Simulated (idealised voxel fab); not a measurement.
process module | voxel released beams
cross-section cut | 255 nm wide | cells 5 nm
A cross-section is a grid of square cells, given in bands from the top down. A band is one or more rows of cells.
Each band's line starts with the height of the band's top and of its bottom, in nm. Then come its materials from left to right, each with its width in nm. One material with "throughout" fills the band from edge to edge. "air" is empty space.
Height 0 is the level under which the wafer as received is all one material. The lowest band goes on downwards, as in "0 down".
A width such as "30 to 40" changes by the same amount from each row of cells to the next, from the band's top row to its bottom row.
"no change" after a step means that no cell of the cross-section changed.
closed voids: empty space of 8 cells or more with no open way to the top, each as width x height at its distance from the left edge, in nm
after a step's settings: what the simulator itself notes on the step
overlay nm, on a step with a mask: how far to the right of its planned place the mask lay; to the left if negative
plan
1 op RECEIVE | material Si
2 op CONFORMAL_DEP | material Al2O3 | thk nm 10
3 op DIRECTIONAL_DEP | material SiO2 | thk nm 5
4 op DIRECTIONAL_DEP | material aC | thk nm 15
5 op PATTERN | tone open | mask id ANCHOR | material resist | width nm 30 | thk nm 35 | overlay nm 0
6 op DIRECTIONAL_ETCH | etch materials aC | depth nm 15
7 op STRIP | etch materials resist
8 op DIRECTIONAL_ETCH | etch materials SiO2 | depth nm 10
9 op STRIP | etch materials aC
10 op CONFORMAL_DEP | material SiN | thk nm 10
11 op MASKED_ETCH | tone cover | mask id BEAM | width nm 100 | etch materials SiN | depth nm 10 | overlay nm 0
12 op STRIP | etch materials SiO2
varied across the wafers: thk nm of step 3. The plan shows the first wafer's value. All wafers start alike
first wafer as received, after step 1
  0 down: Si throughout
  closed voids: none
each wafer at the end: cells of each material gained (+) or lost (-) since it was received, then its closed voids
thk nm 5 | +102 Al2O3 | +44 SiN | closed voids: none
thk nm 10 | +102 Al2O3 | +48 SiN | closed voids: none
thk nm 15 | +102 Al2O3 | closed voids: none
thk nm 20 | +102 Al2O3 | closed voids: none
thk nm 25 | +102 Al2O3 | closed voids: none
